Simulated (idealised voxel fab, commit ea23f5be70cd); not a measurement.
process module | voxel self aligned contacts
cross-section cut | 265 nm wide | cells 5 nm
A cross-section is a grid of square cells, given in bands from the top down. A band is one or more rows of cells.
Each band's line starts with the height of the band's top and of its bottom, in nm. Then come its materials from left to right, each with its width in nm. One material with "throughout" fills the band from edge to edge. "air" is empty space.
Height 0 is the level under which the wafer as received is all one material. The lowest band goes on downwards, as in "0 down".
A width such as "30 to 40" changes by the same amount from each row of cells to the next, from the band's top row to its bottom row.
"no change" after a step means that no cell of the cross-section changed.
closed voids: empty space of 8 cells or more with no open way to the top, each as width x height at its distance from the left edge, in nm
after a step's settings: what the simulator itself notes on the step
overlay nm, on a step with a mask: how far to the right of its planned place the mask lay; to the left if negative
plan
1 op RECEIVE | material Si
2 op OXIDIZE | depth nm 5
3 op DIRECTIONAL_DEP | material polySi | thk nm 30
4 op DIRECTIONAL_DEP | material SiN | thk nm 20
5 op PATTERN | tone cover | mask id GATE | material resist | width nm 30 | pitch nm 65 | thk nm 20 | overlay nm 0
6 op DIRECTIONAL_ETCH | etch materials SiN | depth nm 20
7 op DIRECTIONAL_ETCH | etch materials polySi | depth nm 30
8 op STRIP | etch materials resist
9 op CONFORMAL_DEP | material SiN | thk nm 10
10 op DIRECTIONAL_ETCH | etch materials SiN | depth nm 10
11 op FILL_DEP | material SiO2 | thk nm 15
12 op CMP | height nm 55
13 op DIRECTIONAL_DEP | material aC | thk nm 15
14 op PATTERN | tone open | mask id CONTACT | material resist | width nm 45 | thk nm 30 | overlay nm 0
15 op DIRECTIONAL_ETCH | etch materials aC | depth nm 15
16 op STRIP | etch materials resist
17 op DIRECTIONAL_ETCH | etch materials SiO2 | depth nm 60
18 op STRIP | etch materials aC
19 op CONFORMAL_DEP | material TiN | thk nm 5
20 op FILL_DEP | material Ru | thk nm 10
21 op CMP | height nm 55
22 op CONFORMAL_DEP | material SiN | thk nm 5
first wafer, as planned
as received, after step 1
  0 down: Si throughout
  closed voids: none
after step 2
  0 to -5: SiO2 throughout
  below -5: unchanged
after step 3
  30 to 0: polySi throughout
  below 0: unchanged
after step 4
  50 to 30: SiN throughout
  below 30: unchanged
after step 5
  70 to 50: air 85 | resist 30 | air 35 | resist 30 | air 85
  below 50: unchanged
after step 6
  70 to 50: air 85 | resist 30 | air 35 | resist 30 | air 85
  50 to 30: air 85 | SiN 30 | air 35 | SiN 30 | air 85
  below 30: unchanged
after step 7
  70 to 50: air 85 | resist 30 | air 35 | resist 30 | air 85
  50 to 30: air 85 | SiN 30 | air 35 | SiN 30 | air 85
  30 to 0: air 85 | polySi 30 | air 35 | polySi 30 | air 85
  below 0: unchanged
after step 8
  50 to 30: air 85 | SiN 30 | air 35 | SiN 30 | air 85
  below 30: unchanged
after step 9
  60 to 30: air 75 | SiN 50 | air 15 | SiN 50 | air 75
  30 to 10: air 75 | SiN 10 | polySi 30 | SiN 10 | air 15 | SiN 10 | polySi 30 | SiN 10 | air 75
  10 to 0: SiN 85 | polySi 30 | SiN 35 | polySi 30 | SiN 85
  below 0: unchanged
after step 10
  50 to 30: air 75 | SiN 50 | air 15 | SiN 50 | air 75
  30 to 0: air 75 | SiN 10 | polySi 30 | SiN 10 | air 15 | SiN 10 | polySi 30 | SiN 10 | air 75
  below 0: unchanged
after step 11
  65 to 50: SiO2 throughout
  50 to 30: SiO2 75 | SiN 50 | SiO2 15 | SiN 50 | SiO2 75
  30 to 0: SiO2 75 | SiN 10 | polySi 30 | SiN 10 | SiO2 15 | SiN 10 | polySi 30 | SiN 10 | SiO2 75
  below 0: unchanged
after step 12
  55 to 50: SiO2 throughout
  below 50: unchanged
after step 13
  70 to 55: aC throughout
  below 55: unchanged
after step 14
  100 to 70: resist 110 | air 45 | resist 110
  below 70: unchanged
after step 15
  85 to 70: resist 110 | air 45 | resist 110
  70 to 55: aC 110 | air 45 | aC 110
  below 55: unchanged
after step 16
  70 to 55: aC 110 | air 45 | aC 110
  below 55: unchanged
after step 17
  70 to 55: aC 110 | air 45 | aC 110
  55 to 50: SiO2 110 | air 45 | SiO2 110
  50 to 30: SiO2 75 | SiN 50 | air 15 | SiN 50 | SiO2 75
  30 to 0: SiO2 75 | SiN 10 | polySi 30 | SiN 10 | air 15 | SiN 10 | polySi 30 | SiN 10 | SiO2 75
  0 to -5: SiO2 125 | air 15 | SiO2 125
  below -5: unchanged
after step 18
  55 to 50: SiO2 110 | air 45 | SiO2 110
  below 50: unchanged
after step 19
  60 to 55: TiN 115 | air 35 | TiN 115
  55 to 50: SiO2 110 | TiN 20 | air 5 | TiN 20 | SiO2 110
  50 to 30: SiO2 75 | SiN 50 | TiN 5 | air 5 | TiN 5 | SiN 50 | SiO2 75
  30 to 0: SiO2 75 | SiN 10 | polySi 30 | SiN 10 | TiN 5 | air 5 | TiN 5 | SiN 10 | polySi 30 | SiN 10 | SiO2 75
  0 to -5: SiO2 125 | TiN 15 | SiO2 125
  below -5: unchanged
after step 20
  70 to 60: Ru throughout
  60 to 55: TiN 115 | Ru 35 | TiN 115
  55 to 50: SiO2 110 | TiN 20 | Ru 5 | TiN 20 | SiO2 110
  50 to 30: SiO2 75 | SiN 50 | TiN 5 | Ru 5 | TiN 5 | SiN 50 | SiO2 75
  30 to 0: SiO2 75 | SiN 10 | polySi 30 | SiN 10 | TiN 5 | Ru 5 | TiN 5 | SiN 10 | polySi 30 | SiN 10 | SiO2 75
  below 0: unchanged
after step 21
  55 to 50: SiO2 110 | TiN 20 | Ru 5 | TiN 20 | SiO2 110
  below 50: unchanged
after step 22
  60 to 55: SiN throughout
  below 55: unchanged
second wafer: like start, like plan, one mistake. Through step 4 it matches the first wafer
when step 5 should have ended
  70 to 50: resist 85 | air 30 | resist 35 | air 30 | resist 85
  below 50: unchanged
when step 6 should have ended
  70 to 50: resist 85 | air 30 | resist 35 | air 30 | resist 85
  50 to 30: SiN 85 | air 30 | SiN 35 | air 30 | SiN 85
  below 30: unchanged
when step 7 should have ended
  70 to 50: resist 85 | air 30 | resist 35 | air 30 | resist 85
  50 to 30: SiN 85 | air 30 | SiN 35 | air 30 | SiN 85
  30 to 0: polySi 85 | air 30 | polySi 35 | air 30 | polySi 85
  below 0: unchanged
when step 8 should have ended
  50 to 30: SiN 85 | air 30 | SiN 35 | air 30 | SiN 85
  below 30: unchanged
when step 9 should have ended
  60 to 30: SiN 95 | air 10 | SiN 55 | air 10 | SiN 95
  30 to 10: polySi 85 | SiN 10 | air 10 | SiN 10 | polySi 35 | SiN 10 | air 10 | SiN 10 | polySi 85
  10 to 0: polySi 85 | SiN 30 | polySi 35 | SiN 30 | polySi 85
  below 0: unchanged
when step 10 should have ended
  50 to 30: SiN 95 | air 10 | SiN 55 | air 10 | SiN 95
  30 to 0: polySi 85 | SiN 10 | air 10 | SiN 10 | polySi 35 | SiN 10 | air 10 | SiN 10 | polySi 85
  below 0: unchanged
when step 11 should have ended
  65 to 50: SiO2 throughout
  50 to 30: SiN 95 | SiO2 10 | SiN 55 | SiO2 10 | SiN 95
  30 to 0: polySi 85 | SiN 10 | SiO2 10 | SiN 10 | polySi 35 | SiN 10 | SiO2 10 | SiN 10 | polySi 85
  below 0: unchanged
when step 12 should have ended
  55 to 50: SiO2 throughout
  below 50: unchanged
when step 13 should have ended
  70 to 55: aC throughout
  below 55: unchanged
when step 14 should have ended
  100 to 70: resist 110 | air 45 | resist 110
  below 70: unchanged
when step 15 should have ended
  85 to 70: resist 110 | air 45 | resist 110
  70 to 55: aC 110 | air 45 | aC 110
  below 55: unchanged
when step 16 should have ended
  70 to 55: aC 110 | air 45 | aC 110
  below 55: unchanged
when step 17 should have ended
  70 to 55: aC 110 | air 45 | aC 110
  55 to 50: SiO2 110 | air 45 | SiO2 110
  below 50: unchanged
when step 18 should have ended
  55 to 50: SiO2 110 | air 45 | SiO2 110
  below 50: unchanged
when step 19 should have ended
  60 to 55: TiN 115 | air 35 | TiN 115
  55 to 50: SiO2 110 | TiN 45 | SiO2 110
  below 50: unchanged
when step 20 should have ended
  70 to 60: Ru throughout
  60 to 55: TiN 115 | Ru 35 | TiN 115
  below 55: unchanged
when step 21 should have ended
  55 to 50: SiO2 110 | TiN 45 | SiO2 110
  below 50: unchanged
when step 22 should have ended
  60 to 55: SiN throughout
  below 55: unchanged
what went wrong: step 5 ran as: op PATTERN | tone open | mask id GATE | material resist | width nm 30 | pitch nm 65 | thk nm 20 | overlay nm 0
at the end the second wafer has, in cells: 11 fewer of Ru | 116 more of SiN | 257 fewer of SiO2 | 22 fewer of TiN | 174 more of polySi
